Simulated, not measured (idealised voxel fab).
Proc. module: voxel transistor to metal
Square cell edge 5 nm, section width 270 nm, ID cut.
How to read a cross-section here: the picture is a grid of square cells, written as bands going from the top down, and any band can span one or more rows of cells.
Top, bottom (nm), then materials left to right with widths (nm); lone material tagged "all across" fills the whole band edge to edge; "empty" = empty space.
Zero point of the height axis is 0; under it, received wafer = one material. Lowest band: continues down indefinitely, "0 down".
It should be noted that a width expressed as "30 to 40" varies in equal increments from row to row of cells within the band, taking the value of the first number at the top row and that of the second number at the bottom row.
When a step is marked "identical to before", none of the cells in the cross-section changed during that step.
Closed-off voids of 8+ cells (no open route to the top) go in "Closed void entries", written width x height at distance from the left edge, in nm.
Past the settings on a step's line: simulator remark, on that step.
For masked steps, "overlay nm" on the step line gives how far right of plan the mask actually lay; a minus sign means it lay to the left.
Here's what the planned process steps look like:
1,RECEIVE [material Si]
2,OXIDIZE [depth nm 5]
3,CONFORMAL_DEP [material SiN] [thk nm 10]
4,MASKED_ETCH [tone cover] [mask id ACTIVE] [width nm 95] [pitch nm 115] [etch materials SiN] [depth nm 10] [overlay nm 0]
5,MASKED_ETCH [tone cover] [mask id ACTIVE] [width nm 95] [pitch nm 115] [etch materials SiO2] [depth nm 5] [overlay nm 0]
6,MASKED_ETCH [tone cover] [mask id ACTIVE] [width nm 95] [pitch nm 115] [etch materials Si] [depth nm 25] [overlay nm 0]
7,OXIDIZE [depth nm 5]
8,FILL_DEP [material SiO2] [thk nm 10]
9,CMP [height nm 10]
10,SELECTIVE_ETCH [etch materials SiO2] [depth nm 5]
11,STRIP [etch materials SiN]
12,SELECTIVE_ETCH [etch materials SiO2] [depth nm 5]
13,OXIDIZE [depth nm 5]
14,DIRECTIONAL_DEP [material polySi] [thk nm 30]
15,DIRECTIONAL_DEP [material SiCN] [thk nm 10]
16,MASKED_ETCH [tone cover] [mask id GATE] [width nm 15] [pitch nm 115] [etch materials SiCN] [depth nm 20] [overlay nm 0]
17,MASKED_ETCH [tone cover] [mask id GATE] [width nm 15] [pitch nm 115] [etch materials polySi] [depth nm 40] [overlay nm 0]
18,CONFORMAL_DEP [material SiO2] [thk nm 5]
19,DIRECTIONAL_ETCH [etch materials SiO2] [depth nm 5]
20,CONFORMAL_DEP [material SiN] [thk nm 10]
21,DIRECTIONAL_ETCH [etch materials SiN] [depth nm 10]
22,DIRECTIONAL_ETCH [etch materials SiO2] [depth nm 5]
23,DIRECTIONAL_ETCH [etch materials Si] [depth nm 15]
24,EPI [material nSi] [thk nm 15]
25,FILL_DEP [material SiO2] [thk nm 10]
26,CMP [height nm 35]
27,DIRECTIONAL_DEP [material SiO2] [thk nm 15]
28,DIRECTIONAL_DEP [material aC] [thk nm 15]
29,PATTERN [tone open] [mask id CONTACT] [material resist] [width nm 30] [thk nm 35] [overlay nm 0]
30,DIRECTIONAL_ETCH [etch materials aC] [depth nm 15]
31,STRIP [etch materials resist]
32,DIRECTIONAL_ETCH [etch materials SiO2] [depth nm 45]
33,STRIP [etch materials aC]
34,CONFORMAL_DEP [material TiN] [thk nm 5]
35,FILL_DEP [material W] [thk nm 10]
36,CMP [height nm 50]
37,DIRECTIONAL_DEP [material TiN] [thk nm 5]
38,DIRECTIONAL_DEP [material Ru] [thk nm 15]
39,MASKED_ETCH [tone cover] [mask id METAL_1] [width nm 15] [etch materials Ru] [depth nm 15] [overlay nm 0]
40,MASKED_ETCH [tone cover] [mask id METAL_1] [width nm 15] [etch materials TiN] [depth nm 5] [overlay nm 0]
41,CONFORMAL_DEP [material SiCN] [thk nm 5]
42,FILL_DEP [material SiO2] [thk nm 5]
43,CMP [height nm 70]
44,CONFORMAL_DEP [material SiCN] [thk nm 5]
Cross-sectional view of the wafer in its as-received condition, corresponding to the state after step 1:
0 down = Si all across
Closed void entries: none
Wafer cross-section at module end: first of two, run to plan:
75 to 70 = SiCN all across
70 to 55 = SiO2 30 / SiCN 5 / Ru 15 / SiCN 5 / SiO2 45 / SiCN 5 / Ru 15 / SiCN 5 / SiO2 20 / SiCN 5 / Ru 15 / SiCN 5 / SiO2 45 / SiCN 5 / Ru 15 / SiCN 5 / SiO2 30
55 to 50 = SiCN 35 / TiN 15 / SiCN 55 / TiN 15 / SiCN 30 / TiN 15 / SiCN 55 / TiN 15 / SiCN 35
50 to 40 = SiO2 35 / TiN 5 / W 20 / TiN 5 / SiO2 25 / TiN 5 / W 20 / TiN 5 / SiO2 30 / TiN 5 / W 20 / TiN 5 / SiO2 25 / TiN 5 / W 20 / TiN 5 / SiO2 35
40 to 35 = SiO2 35 / TiN 5 / W 10 / TiN 15 / SiO2 25 / TiN 15 / W 10 / TiN 5 / SiO2 30 / TiN 5 / W 10 / TiN 15 / SiO2 25 / TiN 15 / W 10 / TiN 5 / SiO2 35
35 to 25 = SiO2 35 / TiN 5 / W 10 / TiN 5 / SiN 10 / SiO2 5 / SiCN 15 / SiO2 5 / SiN 10 / TiN 5 / W 10 / TiN 5 / SiO2 30 / TiN 5 / W 10 / TiN 5 / SiN 10 / SiO2 5 / SiCN 15 / SiO2 5 / SiN 10 / TiN 5 / W 10 / TiN 5 / SiO2 35
25 to 10 = SiO2 35 / TiN 5 / W 10 / TiN 5 / SiN 10 / SiO2 5 / polySi 15 / SiO2 5 / SiN 10 / TiN 5 / W 10 / TiN 5 / SiO2 30 / TiN 5 / W 10 / TiN 5 / SiN 10 / SiO2 5 / polySi 15 / SiO2 5 / SiN 10 / TiN 5 / W 10 / TiN 5 / SiO2 35
10 to 5 = SiO2 35 / TiN 20 / SiN 10 / SiO2 5 / polySi 15 / SiO2 5 / SiN 10 / TiN 20 / SiO2 30 / TiN 20 / SiN 10 / SiO2 5 / polySi 15 / SiO2 5 / SiN 10 / TiN 20 / SiO2 35
5 to 0 = SiO2 35 / nSi 20 / SiN 10 / SiO2 5 / polySi 15 / SiO2 5 / SiN 10 / nSi 20 / SiO2 30 / nSi 20 / SiN 10 / SiO2 5 / polySi 15 / SiO2 5 / SiN 10 / nSi 20 / SiO2 35
0 to -5 = SiO2 30 / SiN 10 / nSi 15 / SiN 10 / SiO2 5 / polySi 15 / SiO2 5 / SiN 10 / nSi 15 / SiN 10 / SiO2 20 / SiN 10 / nSi 15 / SiN 10 / SiO2 5 / polySi 15 / SiO2 5 / SiN 10 / nSi 15 / SiN 10 / SiO2 30
-5 to -10 = SiO2 40 / nSi 15 / SiO2 45 / nSi 15 / SiO2 40 / nSi 15 / SiO2 45 / nSi 15 / SiO2 40
-10 to -25 = SiO2 35 / Si 5 / nSi 15 / Si 45 / nSi 15 / Si 5 / SiO2 30 / Si 5 / nSi 15 / Si 45 / nSi 15 / Si 5 / SiO2 35
-25 to -35 = SiO2 35 / Si 85 / SiO2 30 / Si 85 / SiO2 35
-35 down = Si all across
Closed void entries: none
Here's the second of our two wafers sectioned at module end. Same start as the first, same plan, but one mistake got made running it:
75 to 70 = SiCN all across
70 to 65 = SiCN 35 / TiN 15 / SiCN 55 / TiN 15 / SiCN 30 / TiN 15 / SiCN 55 / TiN 15 / SiCN 35
65 to 55 = W all across
55 to 50 = TiN 40 / W 20 / TiN 35 / W 20 / TiN 40 / W 20 / TiN 35 / W 20 / TiN 40
50 to 40 = SiO2 35 / TiN 5 / W 20 / TiN 5 / SiO2 25 / TiN 5 / W 20 / TiN 5 / SiO2 30 / TiN 5 / W 20 / TiN 5 / SiO2 25 / TiN 5 / W 20 / TiN 5 / SiO2 35
40 to 35 = SiO2 35 / TiN 5 / W 10 / TiN 15 / SiO2 25 / TiN 15 / W 10 / TiN 5 / SiO2 30 / TiN 5 / W 10 / TiN 15 / SiO2 25 / TiN 15 / W 10 / TiN 5 / SiO2 35
35 to 25 = SiO2 35 / TiN 5 / W 10 / TiN 5 / SiN 10 / SiO2 5 / SiCN 15 / SiO2 5 / SiN 10 / TiN 5 / W 10 / TiN 5 / SiO2 30 / TiN 5 / W 10 / TiN 5 / SiN 10 / SiO2 5 / SiCN 15 / SiO2 5 / SiN 10 / TiN 5 / W 10 / TiN 5 / SiO2 35
25 to 10 = SiO2 35 / TiN 5 / W 10 / TiN 5 / SiN 10 / SiO2 5 / polySi 15 / SiO2 5 / SiN 10 / TiN 5 / W 10 / TiN 5 / SiO2 30 / TiN 5 / W 10 / TiN 5 / SiN 10 / SiO2 5 / polySi 15 / SiO2 5 / SiN 10 / TiN 5 / W 10 / TiN 5 / SiO2 35
10 to 5 = SiO2 35 / TiN 20 / SiN 10 / SiO2 5 / polySi 15 / SiO2 5 / SiN 10 / TiN 20 / SiO2 30 / TiN 20 / SiN 10 / SiO2 5 / polySi 15 / SiO2 5 / SiN 10 / TiN 20 / SiO2 35
5 to 0 = SiO2 35 / nSi 20 / SiN 10 / SiO2 5 / polySi 15 / SiO2 5 / SiN 10 / nSi 20 / SiO2 30 / nSi 20 / SiN 10 / SiO2 5 / polySi 15 / SiO2 5 / SiN 10 / nSi 20 / SiO2 35
0 to -5 = SiO2 30 / SiN 10 / nSi 15 / SiN 10 / SiO2 5 / polySi 15 / SiO2 5 / SiN 10 / nSi 15 / SiN 10 / SiO2 20 / SiN 10 / nSi 15 / SiN 10 / SiO2 5 / polySi 15 / SiO2 5 / SiN 10 / nSi 15 / SiN 10 / SiO2 30
-5 to -10 = SiO2 40 / nSi 15 / SiO2 45 / nSi 15 / SiO2 40 / nSi 15 / SiO2 45 / nSi 15 / SiO2 40
-10 to -25 = SiO2 35 / Si 5 / nSi 15 / Si 45 / nSi 15 / Si 5 / SiO2 30 / Si 5 / nSi 15 / Si 45 / nSi 15 / Si 5 / SiO2 35
-25 to -35 = SiO2 35 / Si 85 / SiO2 30 / Si 85 / SiO2 35
-35 down = Si all across
Closed void entries: none
What went wrong in running the wafer? plan step 36 never ran because it was skipped
Count the cells at the end and the second wafer has more or fewer of some materials than the first: -36 Ru, -24 SiCN, -102 SiO2, +38 TiN, +124 W
